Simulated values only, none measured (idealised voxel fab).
Name of the process module below: voxel gate over fins
240 nm wide, 5 nm square cells: that's cross-section cut.
Cross-section = grid of square cells, listed top down in bands; band = one or more rows. Top, bottom (nm), then materials left to right with widths (nm); lone material tagged "throughout" fills the whole band edge to edge; "empty" = empty space. It should be noted that heights are counted from 0, beneath which the wafer as supplied is of one material throughout, and that the lowest band possesses no lower boundary but continues downward, as written in "0..down". With a width like "30 to 40", each row of cells in the band differs from the next by the same amount, the top row carrying the first number and the bottom row the second. "no alteration" for a step: no cell of the cross-section changed in that step. Listed in "Voids, fully enclosed": every empty space of 8 or more cells without an open way to the top. Form: width x height at distance, the distance being from the left edge, all in nm. Read whatever lies past the settings on a step's line as the simulator's own remark about the step. Each step line may optionally specify "overlay nm", which for a step with a mask gives the rightward distance between the mask's planned place and where it lay, a negative value indicating the leftward direction.
The planned process steps are enumerated hereunder:
| 1 | RECEIVE, material Si |
| 2 | CONFORMAL_DEP, material SiN, thk nm 5 |
| 3 | DIRECTIONAL_DEP, material aC, thk nm 15 |
| 4 | PATTERN, tone cover, mask id FINS, material resist, width nm 15, pitch nm 50, thk nm 35, overlay nm 0 |
| 5 | DIRECTIONAL_ETCH, etch materials aC, depth nm 15 |
| 6 | STRIP, etch materials resist |
| 7 | DIRECTIONAL_ETCH, etch materials SiN, depth nm 5 |
| 8 | DIRECTIONAL_ETCH, etch materials Si, depth nm 35 |
| 9 | STRIP, etch materials aC |
| 10 | OXIDIZE, depth nm 5 |
| 11 | FILL_DEP, material SiO2, thk nm 15 |
| 12 | CMP, height nm 5 |
| 13 | MASKED_ETCH, tone open, mask id RAIL, width nm 15, etch materials SiO2, depth nm 35, overlay nm 0 |
| 14 | CONFORMAL_DEP, material TiN, thk nm 5 |
| 15 | FILL_DEP, material W, thk nm 5 |
| 16 | CMP, height nm 5 |
| 17 | SELECTIVE_ETCH, etch materials W Ru TiN, depth nm 20 |
| 18 | FILL_DEP, material SiO2, thk nm 5 |
| 19 | CMP, height nm 5 |
| 20 | SELECTIVE_ETCH, etch materials SiO2, depth nm 15 |
| 21 | STRIP, etch materials SiN |
| 22 | CONFORMAL_DEP, material HfO2, thk nm 5 |
| 23 | CONFORMAL_DEP, material TiN, thk nm 5 |
| 24 | CONFORMAL_DEP, material TiAl, thk nm 5 |
| 25 | CONFORMAL_DEP, material TiN, thk nm 5 |
| 26 | FILL_DEP, material W, thk nm 15 |
| 27 | CMP, height nm 30 |
| 28 | CONFORMAL_DEP, material SiCN, thk nm 5 |
Cross-section, incoming material, after step 1:
0..down = Si throughout
Voids, fully enclosed: none
first wafer at the end, as planned:
35..30 = SiCN throughout
30..20 = W throughout
20..15 = 70 nm W  45 nm TiN  5 nm W  45 nm TiN  75 nm W
15..10 = 70 nm W  5 nm TiN  35 nm TiAl  5 nm TiN  5 nm W  5 nm TiN  35 nm TiAl  5 nm TiN  75 nm W
10..5 = 75 nm TiN  5 nm TiAl  25 nm TiN  5 nm TiAl  15 nm TiN  5 nm TiAl  25 nm TiN  5 nm TiAl  80 nm TiN
5..0 = 80 nm TiAl  5 nm TiN  15 nm HfO2  5 nm TiN  25 nm TiAl  5 nm TiN  15 nm HfO2  5 nm TiN  85 nm TiAl
0..-5 = 85 nm TiN  5 nm HfO2  5 nm Si  5 nm HfO2  35 nm TiN  5 nm HfO2  5 nm Si  5 nm HfO2  90 nm TiN
-5..-10 = 90 nm HfO2  5 nm Si  45 nm HfO2  5 nm Si  95 nm HfO2
-10..-15 = 90 nm SiO2  5 nm Si  45 nm SiO2  5 nm Si  95 nm SiO2
-15..-25 = 90 nm SiO2  5 nm Si  15 nm SiO2  5 nm TiN  5 nm W  5 nm TiN  15 nm SiO2  5 nm Si  95 nm SiO2
-25..-30 = 90 nm SiO2  5 nm Si  15 nm SiO2  15 nm TiN  15 nm SiO2  5 nm Si  95 nm SiO2
-30..-40 = 90 nm SiO2  5 nm Si  45 nm SiO2  5 nm Si  95 nm SiO2
-40..down = Si throughout
Voids, fully enclosed: none
The second wafer, shown in cross-section after the module: started the same way as the first and given the same plan, yet one mistake crept into how it was run:
35..30 = SiCN throughout
30..25 = 60 nm W  115 nm TiN  65 nm W
25..20 = 60 nm W  5 nm TiN  105 nm TiAl  5 nm TiN  65 nm W
20..15 = 65 nm TiN  105 nm TiAl  70 nm TiN
15..10 = TiAl throughout
10..5 = 80 nm TiAl  25 nm TiN  25 nm TiAl  25 nm TiN  85 nm TiAl
5..0 = 80 nm TiAl  5 nm TiN  15 nm HfO2  5 nm TiN  25 nm TiAl  5 nm TiN  15 nm HfO2  5 nm TiN  85 nm TiAl
0..-5 = 85 nm TiN  5 nm HfO2  5 nm Si  5 nm HfO2  35 nm TiN  5 nm HfO2  5 nm Si  5 nm HfO2  90 nm TiN
-5..-10 = 90 nm HfO2  5 nm Si  45 nm HfO2  5 nm Si  95 nm HfO2
-10..-15 = 90 nm SiO2  5 nm Si  45 nm SiO2  5 nm Si  95 nm SiO2
-15..-25 = 90 nm SiO2  5 nm Si  15 nm SiO2  5 nm TiN  5 nm W  5 nm TiN  15 nm SiO2  5 nm Si  95 nm SiO2
-25..-30 = 90 nm SiO2  5 nm Si  15 nm SiO2  15 nm TiN  15 nm SiO2  5 nm Si  95 nm SiO2
-30..-40 = 90 nm SiO2  5 nm Si  45 nm SiO2  5 nm Si  95 nm SiO2
-40..down = Si throughout
Voids, fully enclosed: none
The plan and the run diverged here: step 24 ran with different settings than intended, the actual operation and settings being CONFORMAL_DEP, material TiAl, thk nm 15
Once processing is complete, comparing cell counts shows that the second wafer has more or fewer of certain materials than the first: TiAl: 110 more, TiN: 4 fewer, W: 106 fewer
